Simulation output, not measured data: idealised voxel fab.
Process module name: voxel wiring stack
The figure presents cross-section cut, which has a width of 210 nm and is divided into square cells with an edge length of 5 nm.
Just so we're on the same page, the cross-sections are grids of square cells, and they're listed out in bands top to bottom, each band one or more rows deep.
Within each band entry, the heights of the top and of the bottom of the band appear first, in that order and in nm; the materials of the band then follow from left to right, each with its corresponding width in nm. The designation "throughout" on a single material indicates that it fills the band from edge to edge; the designation "empty" indicates empty space.
The level at which height equals 0 is the one under which the wafer, as it arrives, is entirely one material. No lower edge exists for the bottom band, which continues downward and is notated as in "0 -> down".
Top row gets the first number, bottom row gets the second, and each row in between changes by the same step: that is how a band width like "30..40" works.
Reading "no modification" for a step: not a cell of the cross-section changed in it.
So "Enclosed internal cavities" is basically the list of trapped voids: any empty space of 8 cells or more that can't reach the top through an opening. They're written width x height at distance, the distance being from the left edge, and it's all nm.
On each step's line, the part that comes after the settings is the simulator's own comment on the step.
On any step carrying a mask, the "overlay nm" setting, if present on the step's line, tells how far right of its planned place the mask lay; negative values point to the left.
The planned process steps are enumerated hereunder
1) RECEIVE with material Si
2) CONFORMAL_DEP with material SiO2, thk nm 15
3) DIRECTIONAL_DEP with material TiN, thk nm 5
4) DIRECTIONAL_DEP with material W, thk nm 20
5) MASKED_ETCH with tone cover, mask id METAL_1, width nm 20, pitch nm 35, etch materials W, depth nm 20, overlay nm 0
6) MASKED_ETCH with tone cover, mask id METAL_1, width nm 20, pitch nm 35, etch materials TiN, depth nm 5, overlay nm 0
7) CONFORMAL_DEP with material SiN, thk nm 5
8) FILL_DEP with material SiO2, thk nm 5
9) CMP with height nm 40
10) CONFORMAL_DEP with material SiCN, thk nm 5
11) DIRECTIONAL_DEP with material SiO2, thk nm 35
12) MASKED_ETCH with tone open, mask id METAL_2, width nm 20, pitch nm 35, etch materials SiO2, depth nm 20, overlay nm 0
13) MASKED_ETCH with tone open, mask id METAL_2_HOLES, width nm 15, etch materials SiO2, depth nm 15, overlay nm 0
14) MASKED_ETCH with tone open, mask id METAL_2_HOLES, width nm 15, etch materials SiCN, depth nm 5, overlay nm 0
15) CONFORMAL_DEP with material TiN, thk nm 5
16) FILL_DEP with material Cu, thk nm 5
17) CMP with height nm 80
18) CONFORMAL_DEP with material SiCN, thk nm 5
19) DIRECTIONAL_DEP with material SiO2, thk nm 10
20) MASKED_ETCH with tone open, mask id PLUG_2, width nm 15, pitch nm 35, etch materials SiO2, depth nm 10, overlay nm 0
21) MASKED_ETCH with tone open, mask id PLUG_2, width nm 15, pitch nm 35, etch materials SiCN, depth nm 5, overlay nm 0
22) EPI with material Ru, thk nm 10
23) EPI with material Ru, thk nm 5
24) CONFORMAL_DEP with material SiN, thk nm 5
25) DIRECTIONAL_DEP with material SiO2, thk nm 15
26) PATTERN with tone open, mask id METAL_3, material resist, width nm 20, pitch nm 35, thk nm 20, overlay nm 0
27) DIRECTIONAL_ETCH with etch materials SiO2, depth nm 15
28) DIRECTIONAL_ETCH with etch materials SiN, depth nm 5
29) STRIP with etch materials resist
30) CONFORMAL_DEP with material TiN, thk nm 5
31) FILL_DEP with material W, thk nm 10
32) CMP with height nm 115
33) CONFORMAL_DEP with material SiCN, thk nm 5
34) DIRECTIONAL_DEP with material SiO2, thk nm 35
35) PATTERN with tone open, mask id METAL_4, material resist, width nm 20, pitch nm 35, thk nm 20, overlay nm 0
36) DIRECTIONAL_ETCH with etch materials SiO2, depth nm 20
37) STRIP with etch materials resist
38) DIRECTIONAL_DEP with material aC, thk nm 10
39) PATTERN with tone open, mask id METAL_4_HOLES, material resist, width nm 15, pitch nm 35, thk nm 25, overlay nm 0
40) DIRECTIONAL_ETCH with etch materials aC, depth nm 10
41) STRIP with etch materials resist
42) DIRECTIONAL_ETCH with etch materials SiO2, depth nm 15
43) DIRECTIONAL_ETCH with etch materials SiCN, depth nm 5
44) STRIP with etch materials aC
45) CONFORMAL_DEP with material TiN, thk nm 5
46) FILL_DEP with material Cu, thk nm 10
47) CMP with height nm 155
48) CONFORMAL_DEP with material SiCN, thk nm 5
Cross-sectional view of the wafer in its as-received condition, corresponding to the state after step 1
    0 -> down | Si throughout
    Enclosed internal cavities: none
Cross-section taken at module completion on the first of two wafers; processed per the plan
    160 -> 155 | SiCN throughout
    155 -> 140 | SiO2=75; TiN=5; Cu=10; TiN=5; SiO2=15; TiN=5; Cu=10; TiN=5; SiO2=80
    140 -> 135 | SiO2=75; TiN=5; Cu=5; TiN=10; SiO2=15; TiN=5; Cu=5; TiN=10; SiO2=80
    135 -> 120 | SiO2=75; TiN=5; Cu=5; TiN=5; SiO2=20; TiN=5; Cu=5; TiN=5; SiO2=85
    120 -> 115 | SiCN=75; TiN=15; SiCN=20; TiN=15; SiCN=85
    115 -> 100 | SiO2=75; TiN=5; W=10; TiN=5; SiO2=15; TiN=5; W=10; TiN=5; SiO2=80
    100 -> 95 | SiN=75; TiN=20; SiN=15; TiN=20; SiN=80
    95 -> 85 | SiO2=75; Ru=15; SiO2=20; Ru=15; SiO2=85
    85 -> 80 | SiCN=75; Ru=15; SiCN=20; Ru=15; SiCN=85
    80 -> 65 | SiO2=75; TiN=5; Cu=10; TiN=5; SiO2=15; TiN=5; Cu=10; TiN=5; SiO2=80
    65 -> 60 | SiO2=75; TiN=5; Cu=5; TiN=10; SiO2=15; TiN=20; SiO2=80
    60 -> 45 | SiO2=75; TiN=5; Cu=5; TiN=5; SiO2=120
    45 -> 40 | SiCN=75; TiN=15; SiCN=120
    40 -> 20 | SiO2=70; SiN=5; W=20; SiN=5; SiO2=5; SiN=5; W=20; SiN=5; SiO2=75
    20 -> 15 | SiN=75; TiN=20; SiN=15; TiN=20; SiN=80
    15 -> 0 | SiO2 throughout
    0 -> down | Si throughout
    Enclosed internal cavities: none
Second wafer through the module, sectioned at the end: same beginning and same plan as the first wafer, with one mistake in carrying it out
    160 -> 155 | SiCN throughout
    155 -> 120 | SiO2=75; TiN=5; Cu=10; TiN=5; SiO2=15; TiN=5; Cu=10; TiN=5; SiO2=80
    120 -> 115 | SiCN=75; TiN=20; SiCN=15; TiN=20; SiCN=80
    115 -> 100 | SiO2=75; TiN=5; W=10; TiN=5; SiO2=15; TiN=5; W=10; TiN=5; SiO2=80
    100 -> 95 | SiN=75; TiN=20; SiN=15; TiN=20; SiN=80
    95 -> 85 | SiO2=75; Ru=15; SiO2=20; Ru=15; SiO2=85
    85 -> 80 | SiCN=75; Ru=15; SiCN=20; Ru=15; SiCN=85
    80 -> 65 | SiO2=75; TiN=5; Cu=10; TiN=5; SiO2=15; TiN=5; Cu=10; TiN=5; SiO2=80
    65 -> 60 | SiO2=75; TiN=5; Cu=5; TiN=10; SiO2=15; TiN=20; SiO2=80
    60 -> 45 | SiO2=75; TiN=5; Cu=5; TiN=5; SiO2=120
    45 -> 40 | SiCN=75; TiN=15; SiCN=120
    40 -> 20 | SiO2=70; SiN=5; W=20; SiN=5; SiO2=5; SiN=5; W=20; SiN=5; SiO2=75
    20 -> 15 | SiN=75; TiN=20; SiN=15; TiN=20; SiN=80
    15 -> 0 | SiO2 throughout
    0 -> down | Si throughout
    Enclosed internal cavities: none
Diagnosis: step 39 changed vs plan, executed as PATTERN with tone open, mask id METAL_4_HOLES, material resist, width nm 20, pitch nm 35, thk nm 25, overlay nm 0
The closing comparison, in cells, has the second wafer with more or fewer of some materials than the first: +8 Cu | -2 SiCN | -6 SiO2
